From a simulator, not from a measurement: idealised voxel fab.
Process module, titled voxel lift off
Section cut is 245 nm wide and gridded with 5 nm square cells.
Each cross-section below is a grid of square cells, stated as bands in top-down order, with one or more rows of cells making up each band.
Quick guide to a band line: top height, bottom height (nm) up front; then every material left to right with its width in nm. Only one material and it's marked "edge to edge"? Then it fills the band edge to edge. And "air" just means empty space.
For the purposes of this specification, 0 denotes the height below which the wafer in its as-received condition is composed wholly of one material, and the lowermost band, lacking a lower limit, extends downward without end, as expressed in "0 -> down".
Graded width ("30..40"): value in top row of band = first number; value in bottom row = second number; row-to-row change constant.
No cell of the cross-section changed in a step that is given as "remained unchanged".
"Trapped void list": empty spaces of 8 cells or more with no open way to the top, each given as width x height at distance, distance from the left edge, all in nm.
It should be noted that, on the line of a given step, the content following the step's settings is a remark produced by the simulator itself with respect to that step.
The setting "overlay nm" may be written on the line of a step. When the step uses a mask, the value reports how far to the right of the planned place the mask lay, and a negative value reports that it lay to the left.

## So here's the lineup of process steps we planned
1) RECEIVE with material Si
2) CONFORMAL_DEP with material SiO2, thk nm 5
3) PATTERN with tone open, mask id LINES, material resist, width nm 30, pitch nm 55, thk nm 20, overlay nm 0
4) DIRECTIONAL_DEP with material Ru, thk nm 10
5) STRIP with etch materials resist
6) CONFORMAL_DEP with material SiO2, thk nm 5

## Wafer as received: cross-section following step 1
- 0 -> down  Si edge to edge
- Trapped void list: none

## As-planned run: cross-section of the first of two wafers at end of module
- 20 -> 15  75 of air, then 40 of SiO2, then 15 of air, then 40 of SiO2, then 75 of air
- 15 -> 10  75 of air, then 5 of SiO2, then 30 of Ru, then 5 of SiO2, then 15 of air, then 5 of SiO2, then 30 of Ru, then 5 of SiO2, then 75 of air
- 10 -> 5  80 of SiO2, then 30 of Ru, then 25 of SiO2, then 30 of Ru, then 80 of SiO2
- 5 -> 0  SiO2 edge to edge
- 0 -> down  Si edge to edge
- Trapped void list: none

## Now the second wafer, cross-sectioned at the end of the module. Nothing different at the start, nothing different in the plan compared with the first, just one mistake when it was actually run
- 20 -> 15  75 of air, then 45 of SiO2, then 10 of air, then 45 of SiO2, then 70 of air
- 15 -> 10  75 of air, then 5 of SiO2, then 35 of Ru, then 5 of SiO2, then 10 of air, then 5 of SiO2, then 35 of Ru, then 5 of SiO2, then 70 of air
- 10 -> 5  80 of SiO2, then 35 of Ru, then 20 of SiO2, then 35 of Ru, then 75 of SiO2
- 5 -> 0  SiO2 edge to edge
- 0 -> down  Si edge to edge
- Trapped void list: none
Deviation noted in wafer processing: step 3 was not run as planned; what actually ran was PATTERN with tone open, mask id LINES, material resist, width nm 35, pitch nm 55, thk nm 20, overlay nm 0
Final comparison by cell count, materials where the second wafer has more or fewer than the first: Ru: 4 more
